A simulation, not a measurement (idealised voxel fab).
A process module follows: voxel transistor to metal.
It is cross-section cut that appears here, measuring 295 nm in width, its square cells being 5 nm in size.
Just so we're on the same page, the cross-sections are grids of square cells, and they're listed out in bands top to bottom, each band one or more rows deep.
Top height, bottom height, nm. Materials left to right, width each, nm. Single material + "everywhere" = fills band edge to edge. "empty" = empty.
Height datum 0, below which the as-received substrate wafer is one material. Lowest band open at the bottom, running downward: "0 down".
A width such as "30..40" changes by the same amount from each row of cells to the next, from the band's top row to its bottom row.
"nothing different" for a step: no cell of the cross-section changed in that step.
The list in "Closed void listing" covers empty spaces of 8 cells or more that cannot reach the top through any open way, and it gives each as width x height at distance; the distance is from the left edge, and width, height and distance are in nm.
Heads up: the bit after the settings on a step's line is the simulator's remark on that step.
For masked steps, "overlay nm" on the step line gives how far right of plan the mask actually lay; a minus sign means it lay to the left.

## Process steps - plan
| 1 | RECEIVE | material Si |
| 2 | OXIDIZE | depth nm 5 |
| 3 | CONFORMAL_DEP | material SiN | thk nm 15 |
| 4 | DIRECTIONAL_DEP | material aC | thk nm 10 |
| 5 | PATTERN | tone cover | mask id ACTIVE | material resist | width nm 95 | pitch nm 120 | thk nm 30 | overlay nm 0 |
| 6 | DIRECTIONAL_ETCH | etch materials aC | depth nm 10 |
| 7 | STRIP | etch materials resist |
| 8 | DIRECTIONAL_ETCH | etch materials SiN | depth nm 15 |
| 9 | DIRECTIONAL_ETCH | etch materials SiO2 | depth nm 5 |
| 10 | DIRECTIONAL_ETCH | etch materials Si | depth nm 25 |
| 11 | STRIP | etch materials aC |
| 12 | FILL_DEP | material SiO2 | thk nm 5 |
| 13 | CMP | height nm 15 |
| 14 | SELECTIVE_ETCH | etch materials SiO2 | depth nm 15 |
| 15 | STRIP | etch materials SiN |
| 16 | SELECTIVE_ETCH | etch materials SiO2 | depth nm 5 |
| 17 | OXIDIZE | depth nm 5 |
| 18 | DIRECTIONAL_DEP | material polySi | thk nm 30 |
| 19 | DIRECTIONAL_DEP | material SiCN | thk nm 15 |
| 20 | MASKED_ETCH | tone cover | mask id GATE | width nm 15 | pitch nm 120 | etch materials SiCN | depth nm 25 | overlay nm 0 |
| 21 | MASKED_ETCH | tone cover | mask id GATE | width nm 15 | pitch nm 120 | etch materials polySi | depth nm 40 | overlay nm 0 |
| 22 | CONFORMAL_DEP | material SiN | thk nm 10 |
| 23 | DIRECTIONAL_ETCH | etch materials SiN | depth nm 10 |
| 24 | DIRECTIONAL_ETCH | etch materials SiO2 | depth nm 5 |
| 25 | DIRECTIONAL_ETCH | etch materials Si | depth nm 15 |
| 26 | EPI | material nSi | thk nm 15 |
| 27 | FILL_DEP | material SiO2 | thk nm 5 |
| 28 | CMP | height nm 40 |
| 29 | DIRECTIONAL_DEP | material SiO2 | thk nm 10 |
| 30 | DIRECTIONAL_DEP | material aC | thk nm 15 |
| 31 | PATTERN | tone open | mask id CONTACT | material resist | width nm 20 | thk nm 35 | overlay nm 0 |
| 32 | DIRECTIONAL_ETCH | etch materials aC | depth nm 15 |
| 33 | STRIP | etch materials resist |
| 34 | DIRECTIONAL_ETCH | etch materials SiO2 | depth nm 60 |
| 35 | STRIP | etch materials aC |
| 36 | CONFORMAL_DEP | material TiN | thk nm 5 |
| 37 | FILL_DEP | material Ru | thk nm 10 |
| 38 | CMP | height nm 50 |
| 39 | DIRECTIONAL_DEP | material TiN | thk nm 5 |
| 40 | DIRECTIONAL_DEP | material W | thk nm 25 |
| 41 | DIRECTIONAL_DEP | material aC | thk nm 15 |
| 42 | PATTERN | tone cover | mask id METAL_1 | material resist | width nm 20 | thk nm 30 | overlay nm 0 |
| 43 | DIRECTIONAL_ETCH | etch materials aC | depth nm 15 |
| 44 | STRIP | etch materials resist |
| 45 | DIRECTIONAL_ETCH | etch materials W | depth nm 25 |
| 46 | DIRECTIONAL_ETCH | etch materials TiN | depth nm 5 |
| 47 | STRIP | etch materials aC |
| 48 | FILL_DEP | material lowk | thk nm 5 |
| 49 | CMP | height nm 80 |
| 50 | CONFORMAL_DEP | material SiCN | thk nm 5 |
| 51 | DIRECTIONAL_DEP | material lowk | thk nm 30 |
| 52 | PATTERN | tone open | mask id METAL_2_HOLES | material resist | width nm 15 | pitch nm 120 | thk nm 20 | overlay nm 0 |
| 53 | DIRECTIONAL_ETCH | etch materials lowk | depth nm 30 |
| 54 | STRIP | etch materials resist |
| 55 | PATTERN | tone open | mask id METAL_2 | material resist | width nm 20 | pitch nm 120 | thk nm 15 | overlay nm 0 |
| 56 | DIRECTIONAL_ETCH | etch materials lowk | depth nm 15 |
| 57 | DIRECTIONAL_ETCH | etch materials SiCN | depth nm 5 |
| 58 | STRIP | etch materials resist |
| 59 | CONFORMAL_DEP | material TiN | thk nm 5 |
| 60 | FILL_DEP | material Ru | thk nm 5 |
| 61 | CMP | height nm 115 |
| 62 | CONFORMAL_DEP | material SiCN | thk nm 5 |
Among the wafers covered here, the point of difference is the thk nm at step 62; their starting state is shared, and the plan presents the value of the first wafer.

## Cut through the first of several wafers as received, post step 1
- 0 down = Si everywhere
- Closed void listing: none

## Shown in cross-section: the first of several wafers at the end of the module, after its last step, step 62
- 120 to 115 = SiCN everywhere
- 115 to 105 = lowk 45, TiN 5, Ru 10, TiN 5, lowk 100, TiN 5, Ru 10, TiN 5, lowk 110
- 105 to 100 = lowk 45, TiN 5, Ru 5, TiN 10, lowk 100, TiN 5, Ru 5, TiN 10, lowk 110
- 100 to 85 = lowk 45, TiN 5, Ru 5, TiN 5, lowk 105, TiN 5, Ru 5, TiN 5, lowk 115
- 85 to 80 = SiCN 45, TiN 15, SiCN 105, TiN 15, SiCN 115
- 80 to 55 = lowk 45, W 20, lowk 45, W 20, lowk 35, W 20, lowk 45, W 20, lowk 45
- 55 to 50 = lowk 45, TiN 20, lowk 45, TiN 20, lowk 35, TiN 20, lowk 45, TiN 20, lowk 45
- 50 to 40 = SiO2 45, TiN 5, Ru 10, TiN 5, SiO2 45, TiN 5, Ru 10, TiN 5, SiO2 35, TiN 5, Ru 10, TiN 5, SiO2 45, TiN 5, Ru 10, TiN 5, SiO2 45
- 40 to 25 = SiO2 45, TiN 5, Ru 10, TiN 5, SiO2 5, SiN 10, SiCN 15, SiN 10, SiO2 5, TiN 5, Ru 10, TiN 5, SiO2 35, TiN 5, Ru 10, TiN 5, SiO2 5, SiN 10, SiCN 15, SiN 10, SiO2 5, TiN 5, Ru 10, TiN 5, SiO2 45
- 25 to 10 = SiO2 45, TiN 5, Ru 10, TiN 5, SiO2 5, SiN 10, polySi 15, SiN 10, SiO2 5, TiN 5, Ru 10, TiN 5, SiO2 35, TiN 5, Ru 10, TiN 5, SiO2 5, SiN 10, polySi 15, SiN 10, SiO2 5, TiN 5, Ru 10, TiN 5, SiO2 45
- 10 to 5 = SiO2 45, TiN 20, SiO2 5, SiN 10, polySi 15, SiN 10, SiO2 5, TiN 20, SiO2 35, TiN 20, SiO2 5, SiN 10, polySi 15, SiN 10, SiO2 5, TiN 20, SiO2 45
- 5 to -5 = SiO2 45, TiN 10, nSi 15, SiN 10, polySi 15, SiN 10, nSi 15, TiN 10, SiO2 35, TiN 10, nSi 15, SiN 10, polySi 15, SiN 10, nSi 15, TiN 10, SiO2 45
- -5 to -10 = SiO2 45, TiN 10, nSi 15, SiO2 35, nSi 15, TiN 10, SiO2 35, TiN 10, nSi 15, SiO2 35, nSi 15, TiN 10, SiO2 45
- -10 to -25 = SiO2 40, nSi 30, Si 35, nSi 30, SiO2 25, nSi 30, Si 35, nSi 30, SiO2 40
- -25 to -30 = SiO2 40, Si 95, SiO2 25, Si 95, SiO2 40
- -30 down = Si everywhere
- Closed void listing: none

## Cross-sectional view of the final wafer of several at the module's end
- 135 to 115 = SiCN everywhere
- 115 to 105 = lowk 45, TiN 5, Ru 10, TiN 5, lowk 100, TiN 5, Ru 10, TiN 5, lowk 110
- 105 to 100 = lowk 45, TiN 5, Ru 5, TiN 10, lowk 100, TiN 5, Ru 5, TiN 10, lowk 110
- 100 to 85 = lowk 45, TiN 5, Ru 5, TiN 5, lowk 105, TiN 5, Ru 5, TiN 5, lowk 115
- 85 to 80 = SiCN 45, TiN 15, SiCN 105, TiN 15, SiCN 115
- 80 to 55 = lowk 45, W 20, lowk 45, W 20, lowk 35, W 20, lowk 45, W 20, lowk 45
- 55 to 50 = lowk 45, TiN 20, lowk 45, TiN 20, lowk 35, TiN 20, lowk 45, TiN 20, lowk 45
- 50 to 40 = SiO2 45, TiN 5, Ru 10, TiN 5, SiO2 45, TiN 5, Ru 10, TiN 5, SiO2 35, TiN 5, Ru 10, TiN 5, SiO2 45, TiN 5, Ru 10, TiN 5, SiO2 45
- 40 to 25 = SiO2 45, TiN 5, Ru 10, TiN 5, SiO2 5, SiN 10, SiCN 15, SiN 10, SiO2 5, TiN 5, Ru 10, TiN 5, SiO2 35, TiN 5, Ru 10, TiN 5, SiO2 5, SiN 10, SiCN 15, SiN 10, SiO2 5, TiN 5, Ru 10, TiN 5, SiO2 45
- 25 to 10 = SiO2 45, TiN 5, Ru 10, TiN 5, SiO2 5, SiN 10, polySi 15, SiN 10, SiO2 5, TiN 5, Ru 10, TiN 5, SiO2 35, TiN 5, Ru 10, TiN 5, SiO2 5, SiN 10, polySi 15, SiN 10, SiO2 5, TiN 5, Ru 10, TiN 5, SiO2 45
- 10 to 5 = SiO2 45, TiN 20, SiO2 5, SiN 10, polySi 15, SiN 10, SiO2 5, TiN 20, SiO2 35, TiN 20, SiO2 5, SiN 10, polySi 15, SiN 10, SiO2 5, TiN 20, SiO2 45
- 5 to -5 = SiO2 45, TiN 10, nSi 15, SiN 10, polySi 15, SiN 10, nSi 15, TiN 10, SiO2 35, TiN 10, nSi 15, SiN 10, polySi 15, SiN 10, nSi 15, TiN 10, SiO2 45
- -5 to -10 = SiO2 45, TiN 10, nSi 15, SiO2 35, nSi 15, TiN 10, SiO2 35, TiN 10, nSi 15, SiO2 35, nSi 15, TiN 10, SiO2 45
- -10 to -25 = SiO2 40, nSi 30, Si 35, nSi 30, SiO2 25, nSi 30, Si 35, nSi 30, SiO2 40
- -25 to -30 = SiO2 40, Si 95, SiO2 25, Si 95, SiO2 40
- -30 down = Si everywhere
- Closed void listing: none

## Every row in this table is a wafer at the end of the module, and it gives, for each of the materials, the cells that wafer has gained (+) or lost (-) since it was received, then its closed voids
thk nm 5, +80 Ru, -274 Si, +130 SiCN, +72 SiN, +462 SiO2, +152 TiN, +80 W, +570 lowk, +108 nSi, +36 polySi, Closed void listing: none
thk nm 10, +80 Ru, -274 Si, +189 SiCN, +72 SiN, +462 SiO2, +152 TiN, +80 W, +570 lowk, +108 nSi, +36 polySi, Closed void listing: none
thk nm 15, +80 Ru, -274 Si, +248 SiCN, +72 SiN, +462 SiO2, +152 TiN, +80 W, +570 lowk, +108 nSi, +36 polySi, Closed void listing: none
thk nm 20, +80 Ru, -274 Si, +307 SiCN, +72 SiN, +462 SiO2, +152 TiN, +80 W, +570 lowk, +108 nSi, +36 polySi, Closed void listing: none
